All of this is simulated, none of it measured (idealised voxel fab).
The document below concerns the process module designated voxel wiring stack.
The cross-section shown here is cut; it is 155 nm wide and divided into square cells measuring 5 nm on a side.
Cross-section layout: square cells on a grid; listed as bands, top to bottom; a band spans one or more cell rows.
Band entry format. Leading values: height of top, height of bottom, nm. Remainder: materials in left-to-right order, each with its width in nm. Special words: "edge to edge" on a single material, which then fills the band edge to edge; "air", empty space.
Counting heights begins at 0, where everything beneath is, in the wafer as received, one material. The lowest band has no bottom; it goes on downwards, as "0 -> down" shows.
You'd read "30->40" like this: the band's top row of cells is as wide as the first number, its bottom row is as wide as the second, and going down, every row changes width by the same amount as the row before did.
"no change occurred" -> step changed no cross-section cell.
Listed in "Closed empty spaces": every empty space of 8 or more cells without an open way to the top. Form: width x height at distance, the distance being from the left edge, all in nm.
That trailing text on a step's line, after the settings, is the simulator's own remark on the step.
For masked steps, "overlay nm" on the step line gives how far right of plan the mask actually lay; a minus sign means it lay to the left.

STEPS PLANNED FOR THE PROCESS
1: RECEIVE: material Si
2: CONFORMAL_DEP: material SiO2, thk nm 10
3: CONFORMAL_DEP: material SiN, thk nm 5
4: DIRECTIONAL_DEP: material lowk, thk nm 25
5: PATTERN: tone open, mask id METAL_1, material resist, width nm 25, pitch nm 55, thk nm 20, overlay nm 0
6: DIRECTIONAL_ETCH: etch materials lowk, depth nm 25
7: DIRECTIONAL_ETCH: etch materials SiN, depth nm 5
8: STRIP: etch materials resist
9: CONFORMAL_DEP: material TiN, thk nm 5
10: FILL_DEP: material Ru, thk nm 10
11: CMP: height nm 40
12: EPI: material Ru, thk nm 5
13: FILL_DEP: material SiCN, thk nm 5
14: DIRECTIONAL_DEP: material lowk, thk nm 15
15: MASKED_ETCH: tone open, mask id PLUG_1, width nm 15, etch materials lowk, depth nm 15, overlay nm 0
16: MASKED_ETCH: tone open, mask id PLUG_1, width nm 15, etch materials SiCN, depth nm 5, overlay nm 0
17: EPI: material Ru, thk nm 10
18: EPI: material Ru, thk nm 10
19: DIRECTIONAL_DEP: material TiN, thk nm 5
20: DIRECTIONAL_DEP: material W, thk nm 20
21: DIRECTIONAL_DEP: material aC, thk nm 15
22: PATTERN: tone cover, mask id METAL_2, material resist, width nm 25, pitch nm 55, thk nm 30, overlay nm 0
23: DIRECTIONAL_ETCH: etch materials aC, depth nm 15
24: STRIP: etch materials resist
25: DIRECTIONAL_ETCH: etch materials W, depth nm 20
26: DIRECTIONAL_ETCH: etch materials TiN, depth nm 5
27: STRIP: etch materials aC
28: FILL_DEP: material SiO2, thk nm 5
29: CMP: height nm 90
30: CONFORMAL_DEP: material SiCN, thk nm 5

THE FIRST OF THE TWO WAFERS, WHICH RAN AS PLANNED

CROSS-SECTION: WAFER ON ARRIVAL = AFTER STEP 1
	0 -> down  Si edge to edge
	Closed empty spaces: none

CROSS-SECTION OF THE WAFER SUBSEQUENT TO STEP 2
	10 -> 0  SiO2 edge to edge
	All layers under 0 are left as they were.

CROSS-SECTION OF THE WAFER SUBSEQUENT TO STEP 3
	15 -> 10  SiN edge to edge
	All layers under 10 are left as they were.

CROSS-SECTION OF THE WAFER SUBSEQUENT TO STEP 4
	40 -> 15  lowk edge to edge
	All layers under 15 are left as they were.

CROSS-SECTION OF THE WAFER SUBSEQUENT TO STEP 5
	60 -> 40  35 of resist | 25 of air | 30 of resist | 25 of air | 40 of resist
	All layers under 40 are left as they were.

CROSS-SECTION OF THE WAFER SUBSEQUENT TO STEP 6
	60 -> 40  35 of resist | 25 of air | 30 of resist | 25 of air | 40 of resist
	40 -> 15  35 of lowk | 25 of air | 30 of lowk | 25 of air | 40 of lowk
	All layers under 15 are left as they were.

CROSS-SECTION OF THE WAFER SUBSEQUENT TO STEP 7
	60 -> 40  35 of resist | 25 of air | 30 of resist | 25 of air | 40 of resist
	40 -> 15  35 of lowk | 25 of air | 30 of lowk | 25 of air | 40 of lowk
	15 -> 10  35 of SiN | 25 of air | 30 of SiN | 25 of air | 40 of SiN
	All layers under 10 are left as they were.

CROSS-SECTION OF THE WAFER SUBSEQUENT TO STEP 8
	40 -> 15  35 of lowk | 25 of air | 30 of lowk | 25 of air | 40 of lowk
	All layers under 15 are left as they were.

CROSS-SECTION OF THE WAFER SUBSEQUENT TO STEP 9
	45 -> 40  40 of TiN | 15 of air | 40 of TiN | 15 of air | 45 of TiN
	40 -> 15  35 of lowk | 5 of TiN | 15 of air | 5 of TiN | 30 of lowk | 5 of TiN | 15 of air | 5 of TiN | 40 of lowk
	15 -> 10  35 of SiN | 25 of TiN | 30 of SiN | 25 of TiN | 40 of SiN
	All layers under 10 are left as they were.

CROSS-SECTION OF THE WAFER SUBSEQUENT TO STEP 10
	55 -> 45  Ru edge to edge
	45 -> 40  40 of TiN | 15 of Ru | 40 of TiN | 15 of Ru | 45 of TiN
	40 -> 15  35 of lowk | 5 of TiN | 15 of Ru | 5 of TiN | 30 of lowk | 5 of TiN | 15 of Ru | 5 of TiN | 40 of lowk
	All layers under 15 are left as they were.

CROSS-SECTION OF THE WAFER SUBSEQUENT TO STEP 11
	40 -> 15  35 of lowk | 5 of TiN | 15 of Ru | 5 of TiN | 30 of lowk | 5 of TiN | 15 of Ru | 5 of TiN | 40 of lowk
	All layers under 15 are left as they were.

CROSS-SECTION OF THE WAFER SUBSEQUENT TO STEP 12
	45 -> 40  30 of air | 35 of Ru | 20 of air | 35 of Ru | 35 of air
	All layers under 40 are left as they were.

CROSS-SECTION OF THE WAFER SUBSEQUENT TO STEP 13
	50 -> 45  SiCN edge to edge
	45 -> 40  30 of SiCN | 35 of Ru | 20 of SiCN | 35 of Ru | 35 of SiCN
	All layers under 40 are left as they were.

CROSS-SECTION OF THE WAFER SUBSEQUENT TO STEP 14
	65 -> 50  lowk edge to edge
	All layers under 50 are left as they were.

CROSS-SECTION OF THE WAFER SUBSEQUENT TO STEP 15
	65 -> 50  35 of lowk | 15 of air | 105 of lowk
	All layers under 50 are left as they were.

CROSS-SECTION OF THE WAFER SUBSEQUENT TO STEP 16
	65 -> 50  35 of lowk | 15 of air | 105 of lowk
	50 -> 45  35 of SiCN | 15 of air | 105 of SiCN
	All layers under 45 are left as they were.

CROSS-SECTION OF THE WAFER SUBSEQUENT TO STEP 17
	65 -> 55  35 of lowk | 15 of air | 105 of lowk
	55 -> 50  35 of lowk | 15 of Ru | 105 of lowk
	50 -> 45  35 of SiCN | 15 of Ru | 105 of SiCN
	All layers under 45 are left as they were.

CROSS-SECTION OF THE WAFER SUBSEQUENT TO STEP 18
	65 -> 50  35 of lowk | 15 of Ru | 105 of lowk
	All layers under 50 are left as they were.

CROSS-SECTION OF THE WAFER SUBSEQUENT TO STEP 19
	70 -> 65  TiN edge to edge
	All layers under 65 are left as they were.

CROSS-SECTION OF THE WAFER SUBSEQUENT TO STEP 20
	90 -> 70  W edge to edge
	All layers under 70 are left as they were.

CROSS-SECTION OF THE WAFER SUBSEQUENT TO STEP 21
	105 -> 90  aC edge to edge
	All layers under 90 are left as they were.

CROSS-SECTION OF THE WAFER SUBSEQUENT TO STEP 22
	135 -> 105  35 of air | 25 of resist | 30 of air | 25 of resist | 40 of air
	All layers under 105 are left as they were.

CROSS-SECTION OF THE WAFER SUBSEQUENT TO STEP 23
	120 -> 105  35 of air | 25 of resist | 30 of air | 25 of resist | 40 of air
	105 -> 90  35 of air | 25 of aC | 30 of air | 25 of aC | 40 of air
	All layers under 90 are left as they were.

CROSS-SECTION OF THE WAFER SUBSEQUENT TO STEP 24
	105 -> 90  35 of air | 25 of aC | 30 of air | 25 of aC | 40 of air
	All layers under 90 are left as they were.

CROSS-SECTION OF THE WAFER SUBSEQUENT TO STEP 25
	105 -> 90  35 of air | 25 of aC | 30 of air | 25 of aC | 40 of air
	90 -> 70  35 of air | 25 of W | 30 of air | 25 of W | 40 of air
	All layers under 70 are left as they were.

CROSS-SECTION OF THE WAFER SUBSEQUENT TO STEP 26
	105 -> 90  35 of air | 25 of aC | 30 of air | 25 of aC | 40 of air
	90 -> 70  35 of air | 25 of W | 30 of air | 25 of W | 40 of air
	70 -> 65  35 of air | 25 of TiN | 30 of air | 25 of TiN | 40 of air
	All layers under 65 are left as they were.

CROSS-SECTION OF THE WAFER SUBSEQUENT TO STEP 27
	90 -> 70  35 of air | 25 of W | 30 of air | 25 of W | 40 of air
	All layers under 70 are left as they were.

CROSS-SECTION OF THE WAFER SUBSEQUENT TO STEP 28
	95 -> 90  SiO2 edge to edge
	90 -> 70  35 of SiO2 | 25 of W | 30 of SiO2 | 25 of W | 40 of SiO2
	70 -> 65  35 of SiO2 | 25 of TiN | 30 of SiO2 | 25 of TiN | 40 of SiO2
	All layers under 65 are left as they were.

CROSS-SECTION OF THE WAFER SUBSEQUENT TO STEP 29
	90 -> 70  35 of SiO2 | 25 of W | 30 of SiO2 | 25 of W | 40 of SiO2
	All layers under 70 are left as they were.

CROSS-SECTION OF THE WAFER SUBSEQUENT TO STEP 30
	95 -> 90  SiCN edge to edge
	All layers under 90 are left as they were.

COMPANION WAFER, THE SECOND OF TWO: SAME BEGINNING, SAME INTENDED SEQUENCE, ONE MISTAKE IN CARRYING IT OUT; THROUGH STEP 2 INCLUSIVE IT TRACKS THE FIRST EXACTLY

THE SECOND WAFER CUT THROUGH, AT THE TIME STEP 3 WAS SUPPOSED TO BE FINISHED
	35 -> 10  lowk edge to edge
	All layers under 10 are left as they were.

THE SECOND WAFER CUT THROUGH, AT THE TIME STEP 4 WAS SUPPOSED TO BE FINISHED
	40 -> 35  SiN edge to edge
	All layers under 35 are left as they were.

THE SECOND WAFER CUT THROUGH, AT THE TIME STEP 5 WAS SUPPOSED TO BE FINISHED
	60 -> 40  35 of resist | 25 of air | 30 of resist | 25 of air | 40 of resist
	All layers under 40 are left as they were.

The second wafer cut through, at the time step 6 was supposed to be finished: no change occurred

THE SECOND WAFER CUT THROUGH, AT THE TIME STEP 7 WAS SUPPOSED TO BE FINISHED
	60 -> 40  35 of resist | 25 of air | 30 of resist | 25 of air | 40 of resist
	40 -> 35  35 of SiN | 25 of air | 30 of SiN | 25 of air | 40 of SiN
	All layers under 35 are left as they were.

THE SECOND WAFER CUT THROUGH, AT THE TIME STEP 8 WAS SUPPOSED TO BE FINISHED
	40 -> 35  35 of SiN | 25 of air | 30 of SiN | 25 of air | 40 of SiN
	All layers under 35 are left as they were.

THE SECOND WAFER CUT THROUGH, AT THE TIME STEP 9 WAS SUPPOSED TO BE FINISHED
	45 -> 40  40 of TiN | 15 of air | 40 of TiN | 15 of air | 45 of TiN
	40 -> 35  35 of SiN | 25 of TiN | 30 of SiN | 25 of TiN | 40 of SiN
	All layers under 35 are left as they were.

THE SECOND WAFER CUT THROUGH, AT THE TIME STEP 10 WAS SUPPOSED TO BE FINISHED
	55 -> 45  Ru edge to edge
	45 -> 40  40 of TiN | 15 of Ru | 40 of TiN | 15 of Ru | 45 of TiN
	All layers under 40 are left as they were.

THE SECOND WAFER CUT THROUGH, AT THE TIME STEP 11 WAS SUPPOSED TO BE FINISHED
	40 -> 35  35 of SiN | 25 of TiN | 30 of SiN | 25 of TiN | 40 of SiN
	All layers under 35 are left as they were.

THE SECOND WAFER CUT THROUGH, AT THE TIME STEP 12 WAS SUPPOSED TO BE FINISHED
	45 -> 40  30 of air | 35 of Ru | 20 of air | 35 of Ru | 35 of air
	All layers under 40 are left as they were.

THE SECOND WAFER CUT THROUGH, AT THE TIME STEP 13 WAS SUPPOSED TO BE FINISHED
	50 -> 45  SiCN edge to edge
	45 -> 40  30 of SiCN | 35 of Ru | 20 of SiCN | 35 of Ru | 35 of SiCN
	All layers under 40 are left as they were.

THE SECOND WAFER CUT THROUGH, AT THE TIME STEP 14 WAS SUPPOSED TO BE FINISHED
	65 -> 50  lowk edge to edge
	All layers under 50 are left as they were.

THE SECOND WAFER CUT THROUGH, AT THE TIME STEP 15 WAS SUPPOSED TO BE FINISHED
	65 -> 50  35 of lowk | 15 of air | 105 of lowk
	All layers under 50 are left as they were.

THE SECOND WAFER CUT THROUGH, AT THE TIME STEP 16 WAS SUPPOSED TO BE FINISHED
	65 -> 50  35 of lowk | 15 of air | 105 of lowk
	50 -> 45  35 of SiCN | 15 of air | 105 of SiCN
	All layers under 45 are left as they were.

THE SECOND WAFER CUT THROUGH, AT THE TIME STEP 17 WAS SUPPOSED TO BE FINISHED
	65 -> 55  35 of lowk | 15 of air | 105 of lowk
	55 -> 50  35 of lowk | 15 of Ru | 105 of lowk
	50 -> 45  35 of SiCN | 15 of Ru | 105 of SiCN
	All layers under 45 are left as they were.

THE SECOND WAFER CUT THROUGH, AT THE TIME STEP 18 WAS SUPPOSED TO BE FINISHED
	65 -> 50  35 of lowk | 15 of Ru | 105 of lowk
	All layers under 50 are left as they were.

THE SECOND WAFER CUT THROUGH, AT THE TIME STEP 19 WAS SUPPOSED TO BE FINISHED
	70 -> 65  TiN edge to edge
	All layers under 65 are left as they were.

THE SECOND WAFER CUT THROUGH, AT THE TIME STEP 20 WAS SUPPOSED TO BE FINISHED
	90 -> 70  W edge to edge
	All layers under 70 are left as they were.

THE SECOND WAFER CUT THROUGH, AT THE TIME STEP 21 WAS SUPPOSED TO BE FINISHED
	105 -> 90  aC edge to edge
	All layers under 90 are left as they were.

THE SECOND WAFER CUT THROUGH, AT THE TIME STEP 22 WAS SUPPOSED TO BE FINISHED
	135 -> 105  35 of air | 25 of resist | 30 of air | 25 of resist | 40 of air
	All layers under 105 are left as they were.

THE SECOND WAFER CUT THROUGH, AT THE TIME STEP 23 WAS SUPPOSED TO BE FINISHED
	120 -> 105  35 of air | 25 of resist | 30 of air | 25 of resist | 40 of air
	105 -> 90  35 of air | 25 of aC | 30 of air | 25 of aC | 40 of air
	All layers under 90 are left as they were.

THE SECOND WAFER CUT THROUGH, AT THE TIME STEP 24 WAS SUPPOSED TO BE FINISHED
	105 -> 90  35 of air | 25 of aC | 30 of air | 25 of aC | 40 of air
	All layers under 90 are left as they were.

THE SECOND WAFER CUT THROUGH, AT THE TIME STEP 25 WAS SUPPOSED TO BE FINISHED
	105 -> 90  35 of air | 25 of aC | 30 of air | 25 of aC | 40 of air
	90 -> 70  35 of air | 25 of W | 30 of air | 25 of W | 40 of air
	All layers under 70 are left as they were.

THE SECOND WAFER CUT THROUGH, AT THE TIME STEP 26 WAS SUPPOSED TO BE FINISHED
	105 -> 90  35 of air | 25 of aC | 30 of air | 25 of aC | 40 of air
	90 -> 70  35 of air | 25 of W | 30 of air | 25 of W | 40 of air
	70 -> 65  35 of air | 25 of TiN | 30 of air | 25 of TiN | 40 of air
	All layers under 65 are left as they were.

THE SECOND WAFER CUT THROUGH, AT THE TIME STEP 27 WAS SUPPOSED TO BE FINISHED
	90 -> 70  35 of air | 25 of W | 30 of air | 25 of W | 40 of air
	All layers under 70 are left as they were.

THE SECOND WAFER CUT THROUGH, AT THE TIME STEP 28 WAS SUPPOSED TO BE FINISHED
	95 -> 90  SiO2 edge to edge
	90 -> 70  35 of SiO2 | 25 of W | 30 of SiO2 | 25 of W | 40 of SiO2
	70 -> 65  35 of SiO2 | 25 of TiN | 30 of SiO2 | 25 of TiN | 40 of SiO2
	All layers under 65 are left as they were.

THE SECOND WAFER CUT THROUGH, AT THE TIME STEP 29 WAS SUPPOSED TO BE FINISHED
	90 -> 70  35 of SiO2 | 25 of W | 30 of SiO2 | 25 of W | 40 of SiO2
	All layers under 70 are left as they were.

THE SECOND WAFER CUT THROUGH, AT THE TIME STEP 30 WAS SUPPOSED TO BE FINISHED
	95 -> 90  SiCN edge to edge
	All layers under 90 are left as they were.
Misprocessing identified: it was found that steps 3 and 4 of the process plan had been performed in exchanged positions
Final comparison by cell count, materials where the second wafer has more or fewer than the first: 30 fewer of Ru, 20 fewer of TiN, 50 more of lowk
